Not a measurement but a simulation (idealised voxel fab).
voxel gate over fins: a process module
cross-section cut | 185 nm wide | cells 5 nm
Each cross-section below is a grid of square cells, stated as bands in top-down order, with one or more rows of cells making up each band.
The band entry comprises the height of the band's top followed by the height of its bottom, expressed in nm, and subsequently the band's materials from left to right, each stated together with its width in nm. Where a single material is marked with the word "all across", that material fills the band from edge to edge. The word "air" represents empty space.
Where do heights start? At 0: under that level the wafer as delivered is made of one material only. And the lowest band has no floor; it just carries on downward, as in "0 nm and below".
Width "30->40": first value at the band's top row of cells, second value at its bottom row, equal change from row to row.
"left unchanged" -> step changed no cross-section cell.
"Enclosed cavities" enumerates empty spaces isolated from the top, with no open way to it, that contain at least 8 cells, giving each as width x height at distance from the left edge, all three in nm.
Anything after a step's settings on that line? It's the simulator's own note about the step.
overlay nm: where the mask lay relative to plan, measured to the right, on steps with a mask; negatives go left.

Intended process steps:
1: RECEIVE: material Si
2: CONFORMAL_DEP: material SiN, thk nm 5
3: DIRECTIONAL_DEP: material aC, thk nm 10
4: PATTERN: tone cover, mask id FINS, material resist, width nm 15, pitch nm 60, thk nm 25, overlay nm 0
5: DIRECTIONAL_ETCH: etch materials aC, depth nm 10
6: STRIP: etch materials resist
7: DIRECTIONAL_ETCH: etch materials SiN, depth nm 5
8: DIRECTIONAL_ETCH: etch materials Si, depth nm 40
9: STRIP: etch materials aC
10: FILL_DEP: material SiO2, thk nm 10
11: CMP: height nm 5
12: PATTERN: tone open, mask id RAIL, material resist, width nm 15, thk nm 20, overlay nm 0
13: DIRECTIONAL_ETCH: etch materials SiO2, depth nm 40
14: STRIP: etch materials resist
15: CONFORMAL_DEP: material TiN, thk nm 5
16: FILL_DEP: material Ru, thk nm 5
17: CMP: height nm 5
18: SELECTIVE_ETCH: etch materials W Ru TiN, depth nm 30
19: FILL_DEP: material SiO2, thk nm 5
20: CMP: height nm 5
21: SELECTIVE_ETCH: etch materials SiO2, depth nm 20
22: STRIP: etch materials SiN
23: CONFORMAL_DEP: material HfO2, thk nm 5
24: CONFORMAL_DEP: material TiN, thk nm 5
25: FILL_DEP: material W, thk nm 15
26: CMP: height nm 20
27: CONFORMAL_DEP: material SiN, thk nm 10

Delivered wafer in cross-section: state after step 1:
    0 nm and below  Si all across
    Enclosed cavities: none

The first of the two wafers as seen in cross-section once the module was finished; processing followed the plan:
    30 nm to 20 nm  SiN all across
    20 nm to 10 nm  W all across
    10 nm to 5 nm  45 of W, then 35 of TiN, then 25 of W, then 35 of TiN, then 45 of W
    5 nm to 0 nm  45 of W, then 5 of TiN, then 25 of HfO2, then 5 of TiN, then 25 of W, then 5 of TiN, then 25 of HfO2, then 5 of TiN, then 45 of W
    0 nm to -5 nm  45 of W, then 5 of TiN, then 5 of HfO2, then 15 of Si, then 5 of HfO2, then 5 of TiN, then 25 of W, then 5 of TiN, then 5 of HfO2, then 15 of Si, then 5 of HfO2, then 5 of TiN, then 45 of W
    -5 nm to -10 nm  50 of TiN, then 5 of HfO2, then 15 of Si, then 5 of HfO2, then 35 of TiN, then 5 of HfO2, then 15 of Si, then 5 of HfO2, then 50 of TiN
    -10 nm to -15 nm  55 of HfO2, then 15 of Si, then 45 of HfO2, then 15 of Si, then 55 of HfO2
    -15 nm to -25 nm  55 of SiO2, then 15 of Si, then 45 of SiO2, then 15 of Si, then 55 of SiO2
    -25 nm to -30 nm  55 of SiO2, then 15 of Si, then 15 of SiO2, then 5 of TiN, then 5 of Ru, then 5 of TiN, then 15 of SiO2, then 15 of Si, then 55 of SiO2
    -30 nm to -35 nm  55 of SiO2, then 15 of Si, then 15 of SiO2, then 15 of TiN, then 15 of SiO2, then 15 of Si, then 55 of SiO2
    -35 nm to -40 nm  55 of SiO2, then 15 of Si, then 45 of SiO2, then 15 of Si, then 55 of SiO2
    -40 nm and below  Si all across
    Enclosed cavities: none

Wafer two, sectioned after the module: the first wafer's start, the first wafer's plan, and one mistake in how it was run:
    30 nm to 20 nm  SiN all across
    20 nm to 5 nm  W all across
    5 nm to 0 nm  50 of W, then 25 of TiN, then 35 of W, then 25 of TiN, then 50 of W
    0 nm to -10 nm  50 of W, then 5 of TiN, then 15 of Si, then 5 of TiN, then 35 of W, then 5 of TiN, then 15 of Si, then 5 of TiN, then 50 of W
    -10 nm to -15 nm  55 of TiN, then 15 of Si, then 45 of TiN, then 15 of Si, then 55 of TiN
    -15 nm to -25 nm  55 of SiO2, then 15 of Si, then 45 of SiO2, then 15 of Si, then 55 of SiO2
    -25 nm to -30 nm  55 of SiO2, then 15 of Si, then 15 of SiO2, then 5 of TiN, then 5 of Ru, then 5 of TiN, then 15 of SiO2, then 15 of Si, then 55 of SiO2
    -30 nm to -35 nm  55 of SiO2, then 15 of Si, then 15 of SiO2, then 15 of TiN, then 15 of SiO2, then 15 of Si, then 55 of SiO2
    -35 nm to -40 nm  55 of SiO2, then 15 of Si, then 45 of SiO2, then 15 of Si, then 55 of SiO2
    -40 nm and below  Si all across
    Enclosed cavities: none
So what did we get wrong on this run? step 23 of the plan was bypassed and not carried out
Final difference in cells, second wafer against first, listed per material as more or fewer: 49 fewer of HfO2 | 49 more of W
